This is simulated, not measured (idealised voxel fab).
Name of the process module below: voxel ribs on slabs
We display cut, a cross-section 235 nm in width whose square cells are each 5 nm.
Notation: cross-section as square-cell grid; stated in bands, top first, going down; one or more cell rows per band. The band entry comprises the height of the band's top followed by the height of its bottom, expressed in nm, and subsequently the band's materials from left to right, each stated together with its width in nm. Where a single material is marked with the word "edge to edge", that material fills the band from edge to edge. The word "air" represents empty space. Heights are expressed relative to 0, this being the level below which the as-received wafer comprises one material exclusively. The lowest band is unbounded in the downward direction and is denoted as in "0..down". So if you see something like "30->40" for the width, read it as the top row of the band sitting at the first number and the bottom row at the second, with every row in between moving by the same amount as the last. Given "no alteration" for a step, no cell of the cross-section differs between before and after that step. Look at "Enclosed void catalog" for the closed voids: empty spaces with no open path to the top, sized 8 cells or up. Each is width x height at distance, distance from the left edge, all nm. Past the settings on a step's line: simulator remark, on that step. The setting "overlay nm" may be written on the line of a step. When the step uses a mask, the value reports how far to the right of the planned place the mask lay, and a negative value reports that it lay to the left.

-- The following list gives the planned process steps
step 1: RECEIVE,material Si
step 2: DIRECTIONAL_DEP,material SiO2,thk nm 20
step 3: DIRECTIONAL_DEP,material polySi,thk nm 15
step 4: DIRECTIONAL_DEP,material aC,thk nm 15
step 5: PATTERN,tone cover,mask id RIB,material resist,width nm 30,thk nm 30,overlay nm 0
step 6: DIRECTIONAL_ETCH,etch materials aC,depth nm 15
step 7: STRIP,etch materials resist
step 8: DIRECTIONAL_ETCH,etch materials polySi,depth nm 5
step 9: STRIP,etch materials aC
step 10: MASKED_ETCH,tone cover,mask id SLAB,width nm 80,etch materials polySi,depth nm 10,overlay nm 0
step 11: FILL_DEP,material SiO2,thk nm 30
step 12: CMP,height nm 55
step 13: DIRECTIONAL_DEP,material W,thk nm 5
step 14: DIRECTIONAL_DEP,material aC,thk nm 15
step 15: PATTERN,tone cover,mask id HEATER,material resist,width nm 40,thk nm 30,overlay nm 0
step 16: DIRECTIONAL_ETCH,etch materials aC,depth nm 15
step 17: STRIP,etch materials resist
step 18: DIRECTIONAL_ETCH,etch materials W,depth nm 5
step 19: STRIP,etch materials aC
step 20: CONFORMAL_DEP,material SiO2,thk nm 5

-- So this is the incoming wafer in cross-section - it's already been through step 1
* 0..down  Si edge to edge
* Enclosed void catalog: none

-- The first of two wafers, cross-sectioned at the end of the module, with the run proceeding as planned
* 65..60  air=90; SiO2=50; air=95
* 60..55  SiO2=95; W=40; SiO2=100
* 55..35  SiO2 edge to edge
* 35..30  SiO2=100; polySi=30; SiO2=105
* 30..20  SiO2=75; polySi=80; SiO2=80
* 20..0  SiO2 edge to edge
* 0..down  Si edge to edge
* Enclosed void catalog: none

-- Cross-section, second wafer: same start as the first, same plan as the first, one mistake in running it; taken at the end of the module
* 60..55  air=95; W=40; air=100
* 55..35  SiO2 edge to edge
* 35..30  SiO2=100; polySi=30; SiO2=105
* 30..20  SiO2=75; polySi=80; SiO2=80
* 20..0  SiO2 edge to edge
* 0..down  Si edge to edge
* Enclosed void catalog: none
Misprocessing identified: yeah, step 20 of the plan got skipped, never ran
Counted in cells at the end, the second wafer holds more or fewer of these materials than the first: 49 fewer of SiO2
